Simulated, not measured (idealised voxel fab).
The document below concerns the process module designated voxel capacitor over wiring.
Square cells of 5 nm make up the cross-section cut, whose width is 220 nm.
In what follows, cross-sections appear as grids of square cells, described through bands that run from the top down, where every band is one or more rows of cells.
Top, bottom (nm), then materials left to right with widths (nm); lone material tagged "everywhere" fills the whole band edge to edge; "blank" = empty space.
Counting heights begins at 0, where everything beneath is, in the wafer as received, one material. The lowest band has no bottom; it goes on downwards, as "0 nm and below" shows.
The notation "30..40" denotes a width that varies across the rows of cells in the band, beginning at the first number in the top row, finishing at the second number in the bottom row, and changing by an identical amount from each row to the next.
"all unchanged" for a step: no cell of the cross-section changed in that step.
The entry "Closed-off voids" lists the empty spaces that cover at least 8 cells and have no open path to the top. Each is written as width x height at distance, where the distance is measured from the left edge and all three values are in nm.
If you see something after the settings on a step's line, that's the simulator's own remark about that step.
overlay nm: how far to the right of its planned place the mask lay on this masked step (negative: to the left).
For the reader: what remains of this document is a series of pairs, each showing a cross-section before one process step and a cross-section after that step which reaches down only to the lowest band that changed, with the step between them and its settings set out under the pair. It should not be assumed that a pair continues from the pair above it; the pairs can come from different runs of this module on the same starting wafer, and such continuity exists only where the entry headed "Pre-step" says so.

# Pre-step
  60 nm to 40 nm = 65 lowk; 15 blank; 140 lowk
  40 nm to 35 nm = 65 SiCN; 15 blank; 140 SiCN
  35 nm to 20 nm = 50 SiO2; 5 SiN; 30 Ru; 5 SiN; 45 SiO2; 5 SiN; 30 Ru; 5 SiN; 45 SiO2
  20 nm to 15 nm = 55 SiN; 30 TiN; 55 SiN; 30 TiN; 50 SiN
  15 nm to 0 nm = SiO2 everywhere
  0 nm and below = Si everywhere
  Closed-off voids: none

# Post-Step Appearance
  60 nm to 45 nm = 65 lowk; 15 blank; 140 lowk
  45 nm to 40 nm = 65 lowk; 15 Ru; 140 lowk
  40 nm to 35 nm = 65 SiCN; 15 Ru; 140 SiCN
  For the remainder of the cross-section, below 35, there is no change.
  Closed-off voids: none
It is this step that lies between the two cross-sections above: EPI with material Ru, thk nm 10

Pre-step: equal to the after panel directly above.

# Post-Step Appearance
  60 nm to 55 nm = 65 lowk; 15 blank; 140 lowk
  55 nm to 40 nm = 65 lowk; 15 Ru; 140 lowk
  For the remainder of the cross-section, below 40, there is no change.
  Closed-off voids: none
It is this step that lies between the two cross-sections above: EPI with material Ru, thk nm 10

Pre-step: equal to the after panel directly above.

# Post-Step Appearance
  60 nm to 40 nm = 65 lowk; 15 Ru; 140 lowk
  For the remainder of the cross-section, below 40, there is no change.
  Closed-off voids: none
It is this step that lies between the two cross-sections above: EPI with material Ru, thk nm 5

Pre-step: equal to the after panel directly above.

# Post-Step Appearance
  70 nm to 60 nm = TiN everywhere
  For the remainder of the cross-section, below 60, there is no change.
  Closed-off voids: none
It is this step that lies between the two cross-sections above: DIRECTIONAL_DEP with material TiN, thk nm 10

Pre-step: equal to the after panel directly above.

# Post-Step Appearance
  75 nm to 70 nm = Al2O3 everywhere
  For the remainder of the cross-section, below 70, there is no change.
  Closed-off voids: none
It is this step that lies between the two cross-sections above: DIRECTIONAL_DEP with material Al2O3, thk nm 5

Pre-step: equal to the after panel directly above.

# Post-Step Appearance
  80 nm to 75 nm = TiN everywhere
  For the remainder of the cross-section, below 75, there is no change.
  Closed-off voids: none
It is this step that lies between the two cross-sections above: DIRECTIONAL_DEP with material TiN, thk nm 5

Pre-step: equal to the after panel directly above.

# Post-Step Appearance
  80 nm to 75 nm = 65 blank; 65 TiN; 90 blank
  For the remainder of the cross-section, below 75, there is no change.
  Closed-off voids: none
It is this step that lies between the two cross-sections above: MASKED_ETCH with tone cover, mask id UPPER_PLATE, width nm 65, etch materials TiN, depth nm 5, overlay nm 0

Pre-step: equal to the after panel directly above.

# Post-Step Appearance
  80 nm to 75 nm = 65 blank; 65 TiN; 90 blank
  75 nm to 70 nm = 65 blank; 65 Al2O3; 90 blank
  For the remainder of the cross-section, below 70, there is no change.
  Closed-off voids: none
It is this step that lies between the two cross-sections above: MASKED_ETCH with tone cover, mask id UPPER_PLATE, width nm 65, etch materials Al2O3, depth nm 5, overlay nm 0

Pre-step: equal to the after panel directly above.

# Post-Step Appearance
  100 nm to 80 nm = 60 blank; 75 resist; 85 blank
  80 nm to 75 nm = 60 blank; 5 resist; 65 TiN; 5 resist; 85 blank
  75 nm to 70 nm = 60 blank; 5 resist; 65 Al2O3; 5 resist; 85 blank
  For the remainder of the cross-section, below 70, there is no change.
  Closed-off voids: none
It is this step that lies between the two cross-sections above: PATTERN with tone cover, mask id LOWER_PLATE, material resist, width nm 75, thk nm 20, overlay nm 0

Pre-step: equal to the after panel directly above.

# Post-Step Appearance
  100 nm to 80 nm = 60 blank; 75 resist; 85 blank
  80 nm to 75 nm = 60 blank; 5 resist; 65 TiN; 5 resist; 85 blank
  75 nm to 70 nm = 60 blank; 5 resist; 65 Al2O3; 5 resist; 85 blank
  70 nm to 60 nm = 60 blank; 75 TiN; 85 blank
  For the remainder of the cross-section, below 60, there is no change.
  Closed-off voids: none
It is this step that lies between the two cross-sections above: DIRECTIONAL_ETCH with etch materials TiN, depth nm 10

Pre-step: equal to the after panel directly above.

# Post-Step Appearance
  80 nm to 75 nm = 65 blank; 65 TiN; 90 blank
  75 nm to 70 nm = 65 blank; 65 Al2O3; 90 blank
  For the remainder of the cross-section, below 70, there is no change.
  Closed-off voids: none
It is this step that lies between the two cross-sections above: STRIP with etch materials resist

Pre-step: equal to the after panel directly above.

# Post-Step Appearance
  95 nm to 80 nm = SiO2 everywhere
  80 nm to 75 nm = 65 SiO2; 65 TiN; 90 SiO2
  75 nm to 70 nm = 65 SiO2; 65 Al2O3; 90 SiO2
  70 nm to 60 nm = 60 SiO2; 75 TiN; 85 SiO2
  For the remainder of the cross-section, below 60, there is no change.
  Closed-off voids: none
It is this step that lies between the two cross-sections above: FILL_DEP with material SiO2, thk nm 15

Pre-step: equal to the after panel directly above.

# Post-Step Appearance
  90 nm to 80 nm = SiO2 everywhere
  For the remainder of the cross-section, below 80, there is no change.
  Closed-off voids: none
It is this step that lies between the two cross-sections above: CMP with height nm 90

Pre-step: equal to the after panel directly above.

# Post-Step Appearance
  100 nm to 90 nm = aC everywhere
  For the remainder of the cross-section, below 90, there is no change.
  Closed-off voids: none
It is this step that lies between the two cross-sections above: DIRECTIONAL_DEP with material aC, thk nm 10

Pre-step: equal to the after panel directly above.

# Post-Step Appearance
  130 nm to 100 nm = 75 resist; 15 blank; 130 resist
  For the remainder of the cross-section, below 100, there is no change.
  Closed-off voids: none
It is this step that lies between the two cross-sections above: PATTERN with tone open, mask id PLUG_2, material resist, width nm 15, thk nm 30, overlay nm 0

Pre-step: equal to the after panel directly above.

# Post-Step Appearance
  120 nm to 100 nm = 75 resist; 15 blank; 130 resist
  100 nm to 90 nm = 75 aC; 15 blank; 130 aC
  For the remainder of the cross-section, below 90, there is no change.
  Closed-off voids: none
It is this step that lies between the two cross-sections above: DIRECTIONAL_ETCH with etch materials aC, depth nm 10

Pre-step: equal to the after panel directly above.

# Post-Step Appearance
  100 nm to 90 nm = 75 aC; 15 blank; 130 aC
  For the remainder of the cross-section, below 90, there is no change.
  Closed-off voids: none
It is this step that lies between the two cross-sections above: STRIP with etch materials resist

Pre-step: equal to the after panel directly above.

# Post-Step Appearance
  100 nm to 90 nm = 75 aC; 15 blank; 130 aC
  90 nm to 80 nm = 75 SiO2; 15 blank; 130 SiO2
  For the remainder of the cross-section, below 80, there is no change.
  Closed-off voids: none
It is this step that lies between the two cross-sections above: DIRECTIONAL_ETCH with etch materials SiO2, depth nm 10

Pre-step: equal to the after panel directly above.

# Post-Step Appearance
  90 nm to 80 nm = 75 SiO2; 15 blank; 130 SiO2
  For the remainder of the cross-section, below 80, there is no change.
  Closed-off voids: none
It is this step that lies between the two cross-sections above: STRIP with etch materials aC

Pre-step: equal to the after panel directly above.

# Post-Step Appearance
  95 nm to 90 nm = 80 TiN; 5 blank; 135 TiN
  90 nm to 85 nm = 75 SiO2; 5 TiN; 5 blank; 5 TiN; 130 SiO2
  85 nm to 75 nm = 75..65 SiO2; 15..65 TiN; 130..90 SiO2
  For the remainder of the cross-section, below 75, there is no change.
  Closed-off voids: none
It is this step that lies between the two cross-sections above: CONFORMAL_DEP with material TiN, thk nm 5

Pre-step: equal to the after panel directly above.

# Post-Step Appearance
  100 nm to 95 nm = W everywhere
  95 nm to 90 nm = 80 TiN; 5 W; 135 TiN
  90 nm to 85 nm = 75 SiO2; 5 TiN; 5 W; 5 TiN; 130 SiO2
  For the remainder of the cross-section, below 85, there is no change.
  Closed-off voids: none
It is this step that lies between the two cross-sections above: FILL_DEP with material W, thk nm 5

Pre-step: equal to the after panel directly above.

# Post-Step Appearance
  90 nm to 85 nm = 75 SiO2; 5 TiN; 5 W; 5 TiN; 130 SiO2
  For the remainder of the cross-section, below 85, there is no change.
  Closed-off voids: none
It is this step that lies between the two cross-sections above: CMP with height nm 90

Pre-step: equal to the after panel directly above.

# Post-Step Appearance
  95 nm to 90 nm = SiCN everywhere
  For the remainder of the cross-section, below 90, there is no change.
  Closed-off voids: none
It is this step that lies between the two cross-sections above: CONFORMAL_DEP with material SiCN, thk nm 5

# Pre-step
  80 nm to 75 nm = 65 blank; 65 TiN; 90 blank
  75 nm to 70 nm = Al2O3 everywhere
  70 nm to 60 nm = TiN everywhere
  60 nm to 40 nm = 65 lowk; 15 Ru; 140 lowk
  40 nm to 35 nm = 65 SiCN; 15 Ru; 140 SiCN
  35 nm to 20 nm = 50 SiO2; 5 SiN; 25 Ru; 5 SiN; 50 SiO2; 5 SiN; 25 Ru; 5 SiN; 50 SiO2
  20 nm to 15 nm = 55 SiN; 25 TiN; 60 SiN; 25 TiN; 55 SiN
  15 nm to 0 nm = SiO2 everywhere
  0 nm and below = Si everywhere
  Closed-off voids: none

# Post-Step Appearance
  80 nm to 75 nm = 65 blank; 65 TiN; 90 blank
  75 nm to 70 nm = 65 blank; 75 Al2O3; 80 blank
  For the remainder of the cross-section, below 70, there is no change.
  Closed-off voids: none
It is this step that lies between the two cross-sections above: MASKED_ETCH with tone cover, mask id UPPER_PLATE, width nm 65, etch materials Al2O3, depth nm 5, overlay nm 10

Pre-step: equal to the after panel directly above.

# Post-Step Appearance
  100 nm to 80 nm = 60 blank; 75 resist; 85 blank
  80 nm to 75 nm = 60 blank; 5 resist; 65 TiN; 5 resist; 85 blank
  75 nm to 70 nm = 60 blank; 5 resist; 75 Al2O3; 80 blank
  For the remainder of the cross-section, below 70, there is no change.
  Closed-off voids: none
It is this step that lies between the two cross-sections above: PATTERN with tone cover, mask id LOWER_PLATE, material resist, width nm 75, thk nm 20, overlay nm 0

Pre-step: equal to the after panel directly above.

# Post-Step Appearance
  100 nm to 80 nm = 60 blank; 75 resist; 85 blank
  80 nm to 75 nm = 60 blank; 5 resist; 65 TiN; 5 resist; 85 blank
  75 nm to 70 nm = 60 blank; 5 resist; 75 Al2O3; 80 blank
  70 nm to 60 nm = 60 blank; 80 TiN; 80 blank
  For the remainder of the cross-section, below 60, there is no change.
  Closed-off voids: none
It is this step that lies between the two cross-sections above: DIRECTIONAL_ETCH with etch materials TiN, depth nm 10

Pre-step: equal to the after panel directly above.

# Post-Step Appearance
  80 nm to 75 nm = 65 blank; 65 TiN; 90 blank
  75 nm to 70 nm = 65 blank; 75 Al2O3; 80 blank
  For the remainder of the cross-section, below 70, there is no change.
  Closed-off voids: none
It is this step that lies between the two cross-sections above: STRIP with etch materials resist

Pre-step: equal to the after panel directly above.

# Post-Step Appearance
  95 nm to 80 nm = SiO2 everywhere
  80 nm to 75 nm = 65 SiO2; 65 TiN; 90 SiO2
  75 nm to 70 nm = 65 SiO2; 75 Al2O3; 80 SiO2
  70 nm to 60 nm = 60 SiO2; 80 TiN; 80 SiO2
  For the remainder of the cross-section, below 60, there is no change.
  Closed-off voids: none
It is this step that lies between the two cross-sections above: FILL_DEP with material SiO2, thk nm 15

Pre-step: equal to the after panel directly above.

# Post-Step Appearance
  90 nm to 80 nm = SiO2 everywhere
  For the remainder of the cross-section, below 80, there is no change.
  Closed-off voids: none
It is this step that lies between the two cross-sections above: CMP with height nm 90

Pre-step: equal to the after panel directly above.

# Post-Step Appearance
  100 nm to 90 nm = aC everywhere
  For the remainder of the cross-section, below 90, there is no change.
  Closed-off voids: none
It is this step that lies between the two cross-sections above: DIRECTIONAL_DEP with material aC, thk nm 10

Pre-step: equal to the after panel directly above.

# Post-Step Appearance
  130 nm to 100 nm = 75 resist; 15 blank; 130 resist
  For the remainder of the cross-section, below 100, there is no change.
  Closed-off voids: none
It is this step that lies between the two cross-sections above: PATTERN with tone open, mask id PLUG_2, material resist, width nm 15, thk nm 30, overlay nm 0

Pre-step: equal to the after panel directly above.

# Post-Step Appearance
  120 nm to 100 nm = 75 resist; 15 blank; 130 resist
  100 nm to 90 nm = 75 aC; 15 blank; 130 aC
  For the remainder of the cross-section, below 90, there is no change.
  Closed-off voids: none
It is this step that lies between the two cross-sections above: DIRECTIONAL_ETCH with etch materials aC, depth nm 10

Pre-step: equal to the after panel directly above.

# Post-Step Appearance
  100 nm to 90 nm = 75 aC; 15 blank; 130 aC
  For the remainder of the cross-section, below 90, there is no change.
  Closed-off voids: none
It is this step that lies between the two cross-sections above: STRIP with etch materials resist

Pre-step: equal to the after panel directly above.

# Post-Step Appearance
  100 nm to 90 nm = 75 aC; 15 blank; 130 aC
  90 nm to 80 nm = 75 SiO2; 15 blank; 130 SiO2
  For the remainder of the cross-section, below 80, there is no change.
  Closed-off voids: none
It is this step that lies between the two cross-sections above: DIRECTIONAL_ETCH with etch materials SiO2, depth nm 10

Pre-step: equal to the after panel directly above.

# Post-Step Appearance
  90 nm to 80 nm = 75 SiO2; 15 blank; 130 SiO2
  For the remainder of the cross-section, below 80, there is no change.
  Closed-off voids: none
It is this step that lies between the two cross-sections above: STRIP with etch materials aC

Pre-step: equal to the after panel directly above.

# Post-Step Appearance
  95 nm to 90 nm = 80 TiN; 5 blank; 135 TiN
  90 nm to 85 nm = 75 SiO2; 5 TiN; 5 blank; 5 TiN; 130 SiO2
  85 nm to 75 nm = 75..65 SiO2; 15..65 TiN; 130..90 SiO2
  For the remainder of the cross-section, below 75, there is no change.
  Closed-off voids: none
It is this step that lies between the two cross-sections above: CONFORMAL_DEP with material TiN, thk nm 5

Pre-step: equal to the after panel directly above.

# Post-Step Appearance
  100 nm to 95 nm = W everywhere
  95 nm to 90 nm = 80 TiN; 5 W; 135 TiN
  90 nm to 85 nm = 75 SiO2; 5 TiN; 5 W; 5 TiN; 130 SiO2
  For the remainder of the cross-section, below 85, there is no change.
  Closed-off voids: none
It is this step that lies between the two cross-sections above: FILL_DEP with material W, thk nm 5

Pre-step: equal to the after panel directly above.

# Post-Step Appearance
  90 nm to 85 nm = 75 SiO2; 5 TiN; 5 W; 5 TiN; 130 SiO2
  For the remainder of the cross-section, below 85, there is no change.
  Closed-off voids: none
It is this step that lies between the two cross-sections above: CMP with height nm 90

Pre-step: equal to the after panel directly above.

# Post-Step Appearance
  95 nm to 90 nm = SiCN everywhere
  For the remainder of the cross-section, below 90, there is no change.
  Closed-off voids: none
It is this step that lies between the two cross-sections above: CONFORMAL_DEP with material SiCN, thk nm 5

# Pre-step
  40 nm to 35 nm = 50 blank; 35 SiN; 50 blank; 35 SiN; 50 blank
  35 nm to 20 nm = 50 blank; 5 SiN; 25 Ru; 5 SiN; 50 blank; 5 SiN; 25 Ru; 5 SiN; 50 blank
  20 nm to 15 nm = 55 SiN; 25 TiN; 60 SiN; 25 TiN; 55 SiN
  15 nm to 0 nm = SiO2 everywhere
  0 nm and below = Si everywhere
  Closed-off voids: none

# Post-Step Appearance
  45 nm to 40 nm = lowk everywhere
  40 nm to 35 nm = 50 lowk; 35 SiN; 50 lowk; 35 SiN; 50 lowk
  35 nm to 20 nm = 50 lowk; 5 SiN; 25 Ru; 5 SiN; 50 lowk; 5 SiN; 25 Ru; 5 SiN; 50 lowk
  For the remainder of the cross-section, below 20, there is no change.
  Closed-off voids: none
It is this step that lies between the two cross-sections above: FILL_DEP with material lowk, thk nm 5

Pre-step: equal to the after panel directly above.

# Post-Step Appearance
  35 nm to 20 nm = 50 lowk; 5 SiN; 25 Ru; 5 SiN; 50 lowk; 5 SiN; 25 Ru; 5 SiN; 50 lowk
  For the remainder of the cross-section, below 20, there is no change.
  Closed-off voids: none
It is this step that lies between the two cross-sections above: CMP with height nm 35

Pre-step: equal to the after panel directly above.

# Post-Step Appearance
  40 nm to 35 nm = SiCN everywhere
  For the remainder of the cross-section, below 35, there is no change.
  Closed-off voids: none
It is this step that lies between the two cross-sections above: CONFORMAL_DEP with material SiCN, thk nm 5

Pre-step: equal to the after panel directly above.

# Post-Step Appearance
  60 nm to 40 nm = lowk everywhere
  For the remainder of the cross-section, below 40, there is no change.
  Closed-off voids: none
It is this step that lies between the two cross-sections above: DIRECTIONAL_DEP with material lowk, thk nm 20

Pre-step: equal to the after panel directly above.

# Post-Step Appearance
  75 nm to 60 nm = 65 resist; 15 blank; 140 resist
  For the remainder of the cross-section, below 60, there is no change.
  Closed-off voids: none
It is this step that lies between the two cross-sections above: PATTERN with tone open, mask id PLUG_1, material resist, width nm 15, thk nm 15, overlay nm 0

Pre-step: equal to the after panel directly above.

# Post-Step Appearance
  75 nm to 60 nm = 65 resist; 15 blank; 140 resist
  60 nm to 40 nm = 65 lowk; 15 blank; 140 lowk
  For the remainder of the cross-section, below 40, there is no change.
  Closed-off voids: none
It is this step that lies between the two cross-sections above: DIRECTIONAL_ETCH with etch materials lowk, depth nm 20

Pre-step: equal to the after panel directly above.

# Post-Step Appearance
  75 nm to 60 nm = 65 resist; 15 blank; 140 resist
  60 nm to 40 nm = 65 lowk; 15 blank; 140 lowk
  40 nm to 35 nm = 65 SiCN; 15 blank; 140 SiCN
  For the remainder of the cross-section, below 35, there is no change.
  Closed-off voids: none
It is this step that lies between the two cross-sections above: DIRECTIONAL_ETCH with etch materials SiCN, depth nm 5

Pre-step: equal to the after panel directly above.

# Post-Step Appearance
  60 nm to 40 nm = 65 lowk; 15 blank; 140 lowk
  For the remainder of the cross-section, below 40, there is no change.
  Closed-off voids: none
It is this step that lies between the two cross-sections above: STRIP with etch materials resist

Pre-step: equal to the after panel directly above.

# Post-Step Appearance
  60 nm to 45 nm = 65 lowk; 15 blank; 140 lowk
  45 nm to 40 nm = 65 lowk; 15 Ru; 140 lowk
  40 nm to 35 nm = 65 SiCN; 15 Ru; 140 SiCN
  For the remainder of the cross-section, below 35, there is no change.
  Closed-off voids: none
It is this step that lies between the two cross-sections above: EPI with material Ru, thk nm 10

Pre-step: equal to the after panel directly above.

# Post-Step Appearance
  60 nm to 55 nm = 65 lowk; 15 blank; 140 lowk
  55 nm to 40 nm = 65 lowk; 15 Ru; 140 lowk
  For the remainder of the cross-section, below 40, there is no change.
  Closed-off voids: none
It is this step that lies between the two cross-sections above: EPI with material Ru, thk nm 10

Pre-step: equal to the after panel directly above.

# Post-Step Appearance
  60 nm to 40 nm = 65 lowk; 15 Ru; 140 lowk
  For the remainder of the cross-section, below 40, there is no change.
  Closed-off voids: none
It is this step that lies between the two cross-sections above: EPI with material Ru, thk nm 5

Pre-step: equal to the after panel directly above.

# Post-Step Appearance
  70 nm to 60 nm = TiN everywhere
  For the remainder of the cross-section, below 60, there is no change.
  Closed-off voids: none
It is this step that lies between the two cross-sections above: DIRECTIONAL_DEP with material TiN, thk nm 10

Pre-step: equal to the after panel directly above.

# Post-Step Appearance
  75 nm to 70 nm = Al2O3 everywhere
  For the remainder of the cross-section, below 70, there is no change.
  Closed-off voids: none
It is this step that lies between the two cross-sections above: DIRECTIONAL_DEP with material Al2O3, thk nm 5

Pre-step: equal to the after panel directly above.

# Post-Step Appearance
  80 nm to 75 nm = TiN everywhere
  For the remainder of the cross-section, below 75, there is no change.
  Closed-off voids: none
It is this step that lies between the two cross-sections above: DIRECTIONAL_DEP with material TiN, thk nm 5

Pre-step: equal to the after panel directly above.

# Post-Step Appearance
  80 nm to 75 nm = 65 blank; 65 TiN; 90 blank
  For the remainder of the cross-section, below 75, there is no change.
  Closed-off voids: none
It is this step that lies between the two cross-sections above: MASKED_ETCH with tone cover, mask id UPPER_PLATE, width nm 65, etch materials TiN, depth nm 5, overlay nm 0

Pre-step: equal to the after panel directly above.

# Post-Step Appearance
  80 nm to 75 nm = 65 blank; 65 TiN; 90 blank
  75 nm to 70 nm = 65 blank; 65 Al2O3; 90 blank
  For the remainder of the cross-section, below 70, there is no change.
  Closed-off voids: none
It is this step that lies between the two cross-sections above: MASKED_ETCH with tone cover, mask id UPPER_PLATE, width nm 65, etch materials Al2O3, depth nm 5, overlay nm 0

Pre-step: equal to the after panel directly above.

# Post-Step Appearance
  100 nm to 80 nm = 60 blank; 75 resist; 85 blank
  80 nm to 75 nm = 60 blank; 5 resist; 65 TiN; 5 resist; 85 blank
  75 nm to 70 nm = 60 blank; 5 resist; 65 Al2O3; 5 resist; 85 blank
  For the remainder of the cross-section, below 70, there is no change.
  Closed-off voids: none
It is this step that lies between the two cross-sections above: PATTERN with tone cover, mask id LOWER_PLATE, material resist, width nm 75, thk nm 20, overlay nm 0

Pre-step: equal to the after panel directly above.

# Post-Step Appearance
  100 nm to 80 nm = 60 blank; 75 resist; 85 blank
  80 nm to 75 nm = 60 blank; 5 resist; 65 TiN; 5 resist; 85 blank
  75 nm to 70 nm = 60 blank; 5 resist; 65 Al2O3; 5 resist; 85 blank
  70 nm to 60 nm = 60 blank; 75 TiN; 85 blank
  For the remainder of the cross-section, below 60, there is no change.
  Closed-off voids: none
It is this step that lies between the two cross-sections above: DIRECTIONAL_ETCH with etch materials TiN, depth nm 10

Pre-step: equal to the after panel directly above.

# Post-Step Appearance
  80 nm to 75 nm = 65 blank; 65 TiN; 90 blank
  75 nm to 70 nm = 65 blank; 65 Al2O3; 90 blank
  For the remainder of the cross-section, below 70, there is no change.
  Closed-off voids: none
It is this step that lies between the two cross-sections above: STRIP with etch materials resist

Pre-step: equal to the after panel directly above.

# Post-Step Appearance
  95 nm to 80 nm = SiO2 everywhere
  80 nm to 75 nm = 65 SiO2; 65 TiN; 90 SiO2
  75 nm to 70 nm = 65 SiO2; 65 Al2O3; 90 SiO2
  70 nm to 60 nm = 60 SiO2; 75 TiN; 85 SiO2
  For the remainder of the cross-section, below 60, there is no change.
  Closed-off voids: none
It is this step that lies between the two cross-sections above: FILL_DEP with material SiO2, thk nm 15

Pre-step: equal to the after panel directly above.

# Post-Step Appearance
  90 nm to 80 nm = SiO2 everywhere
  For the remainder of the cross-section, below 80, there is no change.
  Closed-off voids: none
It is this step that lies between the two cross-sections above: CMP with height nm 90

Pre-step: equal to the after panel directly above.

# Post-Step Appearance
  100 nm to 90 nm = aC everywhere
  For the remainder of the cross-section, below 90, there is no change.
  Closed-off voids: none
It is this step that lies between the two cross-sections above: DIRECTIONAL_DEP with material aC, thk nm 10

Pre-step: equal to the after panel directly above.

# Post-Step Appearance
  130 nm to 100 nm = 75 resist; 15 blank; 130 resist
  For the remainder of the cross-section, below 100, there is no change.
  Closed-off voids: none
It is this step that lies between the two cross-sections above: PATTERN with tone open, mask id PLUG_2, material resist, width nm 15, thk nm 30, overlay nm 0

Pre-step: equal to the after panel directly above.

# Post-Step Appearance
  120 nm to 100 nm = 75 resist; 15 blank; 130 resist
  100 nm to 90 nm = 75 aC; 15 blank; 130 aC
  For the remainder of the cross-section, below 90, there is no change.
  Closed-off voids: none
It is this step that lies between the two cross-sections above: DIRECTIONAL_ETCH with etch materials aC, depth nm 10

Pre-step: equal to the after panel directly above.

# Post-Step Appearance
  100 nm to 90 nm = 75 aC; 15 blank; 130 aC
  For the remainder of the cross-section, below 90, there is no change.
  Closed-off voids: none
It is this step that lies between the two cross-sections above: STRIP with etch materials resist

Pre-step: equal to the after panel directly above.

# Post-Step Appearance
  100 nm to 90 nm = 75 aC; 15 blank; 130 aC
  90 nm to 80 nm = 75 SiO2; 15 blank; 130 SiO2
  For the remainder of the cross-section, below 80, there is no change.
  Closed-off voids: none
It is this step that lies between the two cross-sections above: DIRECTIONAL_ETCH with etch materials SiO2, depth nm 10

Pre-step: equal to the after panel directly above.

# Post-Step Appearance
  90 nm to 80 nm = 75 SiO2; 15 blank; 130 SiO2
  For the remainder of the cross-section, below 80, there is no change.
  Closed-off voids: none
It is this step that lies between the two cross-sections above: STRIP with etch materials aC

Pre-step: equal to the after panel directly above.

# Post-Step Appearance
  95 nm to 90 nm = 80 TiN; 5 blank; 135 TiN
  90 nm to 85 nm = 75 SiO2; 5 TiN; 5 blank; 5 TiN; 130 SiO2
  85 nm to 75 nm = 75..65 SiO2; 15..65 TiN; 130..90 SiO2
  For the remainder of the cross-section, below 75, there is no change.
  Closed-off voids: none
It is this step that lies between the two cross-sections above: CONFORMAL_DEP with material TiN, thk nm 5

Pre-step: equal to the after panel directly above.

# Post-Step Appearance
  100 nm to 95 nm = W everywhere
  95 nm to 90 nm = 80 TiN; 5 W; 135 TiN
  90 nm to 85 nm = 75 SiO2; 5 TiN; 5 W; 5 TiN; 130 SiO2
  For the remainder of the cross-section, below 85, there is no change.
  Closed-off voids: none
It is this step that lies between the two cross-sections above: FILL_DEP with material W, thk nm 5

Pre-step: equal to the after panel directly above.

# Post-Step Appearance
  90 nm to 85 nm = 75 SiO2; 5 TiN; 5 W; 5 TiN; 130 SiO2
  For the remainder of the cross-section, below 85, there is no change.
  Closed-off voids: none
It is this step that lies between the two cross-sections above: CMP with height nm 90

Pre-step: equal to the after panel directly above.

# Post-Step Appearance
  95 nm to 90 nm = SiCN everywhere
  For the remainder of the cross-section, below 90, there is no change.
  Closed-off voids: none
It is this step that lies between the two cross-sections above: CONFORMAL_DEP with material SiCN, thk nm 5

# Pre-step
  60 nm to 40 nm = lowk everywhere
  40 nm to 35 nm = SiCN everywhere
  35 nm to 20 nm = 50 SiO2; 5 SiN; 25 Ru; 5 SiN; 50 SiO2; 5 SiN; 25 Ru; 5 SiN; 50 SiO2
  20 nm to 15 nm = 55 SiN; 25 TiN; 60 SiN; 25 TiN; 55 SiN
  15 nm to 0 nm = SiO2 everywhere
  0 nm and below = Si everywhere
  Closed-off voids: none

# Post-Step Appearance
  75 nm to 60 nm = 65 blank; 15 resist; 140 blank
  For the remainder of the cross-section, below 60, there is no change.
  Closed-off voids: none
It is this step that lies between the two cross-sections above: PATTERN with tone cover, mask id PLUG_1, material resist, width nm 15, thk nm 15, overlay nm 0

Pre-step: equal to the after panel directly above.

# Post-Step Appearance
  75 nm to 60 nm = 65 blank; 15 resist; 140 blank
  60 nm to 40 nm = 65 blank; 15 lowk; 140 blank
  For the remainder of the cross-section, below 40, there is no change.
  Closed-off voids: none
It is this step that lies between the two cross-sections above: DIRECTIONAL_ETCH with etch materials lowk, depth nm 20

Pre-step: equal to the after panel directly above.

# Post-Step Appearance
  75 nm to 60 nm = 65 blank; 15 resist; 140 blank
  60 nm to 40 nm = 65 blank; 15 lowk; 140 blank
  40 nm to 35 nm = 65 blank; 15 SiCN; 140 blank
  For the remainder of the cross-section, below 35, there is no change.
  Closed-off voids: none
It is this step that lies between the two cross-sections above: DIRECTIONAL_ETCH with etch materials SiCN, depth nm 5

Pre-step: equal to the after panel directly above.

# Post-Step Appearance
  60 nm to 40 nm = 65 blank; 15 lowk; 140 blank
  For the remainder of the cross-section, below 40, there is no change.
  Closed-off voids: none
It is this step that lies between the two cross-sections above: STRIP with etch materials resist

Pre-step: equal to the after panel directly above.

# Post-Step Appearance
  60 nm to 45 nm = 65 blank; 15 lowk; 140 blank
  45 nm to 40 nm = 45 blank; 20 Ru; 15 lowk; 50 blank; 45 Ru; 45 blank
  40 nm to 35 nm = 45 blank; 20 Ru; 15 SiCN; 50 blank; 45 Ru; 45 blank
  For the remainder of the cross-section, below 35, there is no change.
  Closed-off voids: none
It is this step that lies between the two cross-sections above: EPI with material Ru, thk nm 10

Pre-step: equal to the after panel directly above.

# Post-Step Appearance
  60 nm to 55 nm = 65 blank; 15 lowk; 140 blank
  55 nm to 40 nm = 35 blank; 30 Ru; 15 lowk; 40 blank; 65 Ru; 35 blank
  40 nm to 35 nm = 35 blank; 30 Ru; 15 SiCN; 40 blank; 65 Ru; 35 blank
  For the remainder of the cross-section, below 35, there is no change.
  Closed-off voids: none
It is this step that lies between the two cross-sections above: EPI with material Ru, thk nm 10

Pre-step: equal to the after panel directly above.

# Post-Step Appearance
  60 nm to 40 nm = 30 blank; 35 Ru; 15 lowk; 35 blank; 75 Ru; 30 blank
  40 nm to 35 nm = 30 blank; 35 Ru; 15 SiCN; 35 blank; 75 Ru; 30 blank
  For the remainder of the cross-section, below 35, there is no change.
  Closed-off voids: none
It is this step that lies between the two cross-sections above: EPI with material Ru, thk nm 5

Pre-step: equal to the after panel directly above.

# Post-Step Appearance
  70 nm to 60 nm = 30 blank; 50 TiN; 35 blank; 75 TiN; 30 blank
  60 nm to 45 nm = 30 blank; 35 Ru; 15 lowk; 35 blank; 75 Ru; 30 blank
  45 nm to 40 nm = 30 TiN; 35 Ru; 15 lowk; 35 TiN; 75 Ru; 30 TiN
  40 nm to 35 nm = 30 TiN; 35 Ru; 15 SiCN; 35 TiN; 75 Ru; 30 TiN
  For the remainder of the cross-section, below 35, there is no change.
  Closed-off voids: none
It is this step that lies between the two cross-sections above: DIRECTIONAL_DEP with material TiN, thk nm 10

Pre-step: equal to the after panel directly above.

# Post-Step Appearance
  75 nm to 70 nm = 30 blank; 50 Al2O3; 35 blank; 75 Al2O3; 30 blank
  70 nm to 60 nm = 30 blank; 50 TiN; 35 blank; 75 TiN; 30 blank
  60 nm to 50 nm = 30 blank; 35 Ru; 15 lowk; 35 blank; 75 Ru; 30 blank
  50 nm to 45 nm = 30 Al2O3; 35 Ru; 15 lowk; 35 Al2O3; 75 Ru; 30 Al2O3
  For the remainder of the cross-section, below 45, there is no change.
  Closed-off voids: none
It is this step that lies between the two cross-sections above: DIRECTIONAL_DEP with material Al2O3, thk nm 5
